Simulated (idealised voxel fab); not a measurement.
voxel transistor to metal: a process module
Section shown: cut. Width: 180 nm. Cell size: 5 nm, square.
A cross-section is written here as square cells arranged in a grid, and it is given in bands from the top down, each band taking up one or more rows of cells. Heads up on the band format: heights come first, top then bottom, in nm. After that it's the materials left to right, each with its width in nm. A single material flagged "full width" fills the whole band edge to edge, and "air" means there's empty space there. It should be noted that heights are counted from 0, beneath which the wafer as supplied is of one material throughout, and that the lowest band possesses no lower boundary but continues downward, as written in "0 nm and below". A width such as "30->40" changes by the same amount from each row of cells to the next, from the band's top row to its bottom row. "remained the same" for a step: no cell of the cross-section changed in that step. Empty spaces without an open route to the top, at least 8 cells in extent, make up the entry "Enclosed void inventory"; each is given as width x height at distance, where the distance is measured from the left edge, and all are in nm. Note: text after step settings on the step line = simulator remark on that step. The setting "overlay nm" may be written on the line of a step. When the step uses a mask, the value reports how far to the right of the planned place the mask lay, and a negative value reports that it lay to the left.

Process steps (planned)
- 1: RECEIVE [material Si]
- 2: CONFORMAL_DEP [material SiO2] [thk nm 5]
- 3: CONFORMAL_DEP [material SiN] [thk nm 10]
- 4: MASKED_ETCH [tone cover] [mask id ACTIVE] [width nm 105] [etch materials SiN] [depth nm 10] [overlay nm 0]
- 5: MASKED_ETCH [tone cover] [mask id ACTIVE] [width nm 105] [etch materials SiO2] [depth nm 5] [overlay nm 0]
- 6: MASKED_ETCH [tone cover] [mask id ACTIVE] [width nm 105] [etch materials Si] [depth nm 35] [overlay nm 0]
- 7: FILL_DEP [material SiO2] [thk nm 15]
- 8: CMP [height nm 15]
- 9: SELECTIVE_ETCH [etch materials SiO2] [depth nm 5]
- 10: STRIP [etch materials SiN]
- 11: SELECTIVE_ETCH [etch materials SiO2] [depth nm 5]
- 12: OXIDIZE [depth nm 5]
- 13: DIRECTIONAL_DEP [material polySi] [thk nm 20]
- 14: DIRECTIONAL_DEP [material SiCN] [thk nm 10]
- 15: MASKED_ETCH [tone cover] [mask id GATE] [width nm 25] [etch materials SiCN] [depth nm 20] [overlay nm 0]
- 16: MASKED_ETCH [tone cover] [mask id GATE] [width nm 25] [etch materials polySi] [depth nm 30] [overlay nm 0]
- 17: CONFORMAL_DEP [material SiN] [thk nm 10]
- 18: DIRECTIONAL_ETCH [etch materials SiN] [depth nm 10]
- 19: DIRECTIONAL_ETCH [etch materials SiO2] [depth nm 5]
- 20: DIRECTIONAL_ETCH [etch materials Si] [depth nm 10]
- 21: EPI [material nSi] [thk nm 10]
- 22: FILL_DEP [material SiO2] [thk nm 5]
- 23: CMP [height nm 30]
- 24: DIRECTIONAL_DEP [material SiO2] [thk nm 15]
- 25: PATTERN [tone open] [mask id CONTACT] [material resist] [width nm 30] [pitch nm 65] [thk nm 15] [overlay nm 0]
- 26: DIRECTIONAL_ETCH [etch materials SiO2] [depth nm 50]
- 27: STRIP [etch materials resist]
- 28: CONFORMAL_DEP [material TiN] [thk nm 5]
- 29: FILL_DEP [material W] [thk nm 5]
- 30: CMP [height nm 45]
- 31: CONFORMAL_DEP [material SiCN] [thk nm 5]
- 32: DIRECTIONAL_DEP [material lowk] [thk nm 25]
- 33: PATTERN [tone open] [mask id METAL_1] [material resist] [width nm 15] [pitch nm 80] [thk nm 20] [overlay nm 0]
- 34: DIRECTIONAL_ETCH [etch materials lowk] [depth nm 25]
- 35: DIRECTIONAL_ETCH [etch materials SiCN] [depth nm 5]
- 36: STRIP [etch materials resist]
- 37: CONFORMAL_DEP [material TiN] [thk nm 5]
- 38: FILL_DEP [material W] [thk nm 10]
- 39: CMP [height nm 75]
- 40: CONFORMAL_DEP [material SiCN] [thk nm 5]
- 41: DIRECTIONAL_DEP [material SiO2] [thk nm 35]
- 42: MASKED_ETCH [tone open] [mask id METAL_2] [width nm 15] [pitch nm 80] [etch materials SiO2] [depth nm 20] [overlay nm 0]
- 43: DIRECTIONAL_DEP [material aC] [thk nm 10]
- 44: PATTERN [tone open] [mask id METAL_2_HOLES] [material resist] [width nm 15] [pitch nm 80] [thk nm 25] [overlay nm 0]
- 45: DIRECTIONAL_ETCH [etch materials aC] [depth nm 10]
- 46: STRIP [etch materials resist]
- 47: DIRECTIONAL_ETCH [etch materials SiO2] [depth nm 15]
- 48: DIRECTIONAL_ETCH [etch materials SiCN] [depth nm 5]
- 49: STRIP [etch materials aC]
- 50: CONFORMAL_DEP [material TiN] [thk nm 5]
- 51: FILL_DEP [material Cu] [thk nm 10]
- 52: CMP [height nm 115]
- 53: CONFORMAL_DEP [material SiCN] [thk nm 5]

Shown in cross-section is the wafer as received, that is, as it stands after step 1
- 0 nm and below  Si full width
- Enclosed void inventory: none

Module complete, cross-section. Starting point and plan per above. One mistake made in running the module
- 120 nm to 115 nm  SiCN full width
- 115 nm to 95 nm  40 SiO2; 5 TiN; 5 Cu; 5 TiN; 65 SiO2; 5 TiN; 5 Cu; 5 TiN; 45 SiO2
- 95 nm to 90 nm  40 SiCN; 15 TiN; 65 SiCN; 15 TiN; 45 SiCN
- 90 nm to 80 nm  W full width
- 80 nm to 75 nm  45 TiN; 5 W; 75 TiN; 5 W; 50 TiN
- 75 nm to 50 nm  40 lowk; 5 TiN; 5 W; 5 TiN; 65 lowk; 5 TiN; 5 W; 5 TiN; 45 lowk
- 50 nm to 45 nm  40 SiCN; 15 TiN; 65 SiCN; 15 TiN; 45 SiCN
- 45 nm to 35 nm  40 SiO2; 5 TiN; 20 W; 5 TiN; 35 SiO2; 5 TiN; 20 W; 5 TiN; 45 SiO2
- 35 nm to 30 nm  40 SiO2; 5 TiN; 15 W; 10 TiN; 35 SiO2; 10 TiN; 15 W; 5 TiN; 45 SiO2
- 30 nm to 20 nm  40 SiO2; 5 TiN; 15 W; 5 TiN; 10 SiN; 25 SiCN; 10 SiN; 5 TiN; 15 W; 5 TiN; 45 SiO2
- 20 nm to 10 nm  40 SiO2; 5 TiN; 15 W; 5 TiN; 10 SiN; 25 polySi; 10 SiN; 5 TiN; 15 W; 5 TiN; 45 SiO2
- 10 nm to 5 nm  40 SiO2; 25 TiN; 10 SiN; 25 polySi; 10 SiN; 25 TiN; 45 SiO2
- 5 nm to 0 nm  30 SiO2; 10 SiN; 10 nSi; 5 TiN; 10 nSi; 10 SiN; 25 polySi; 10 SiN; 10 nSi; 5 TiN; 10 nSi; 10 SiN; 35 SiO2
- 0 nm to -5 nm  40 SiO2; 10 nSi; 5 TiN; 10 nSi; 45 SiO2; 10 nSi; 5 TiN; 10 nSi; 45 SiO2
- -5 nm to -15 nm  35 SiO2; 5 Si; 25 nSi; 45 Si; 25 nSi; 5 Si; 40 SiO2
- -15 nm to -35 nm  35 SiO2; 105 Si; 40 SiO2
- -35 nm and below  Si full width
- Enclosed void inventory: none
Which mistake was made when the wafer was run? heads up, step 39 of the plan was skipped and never actually ran
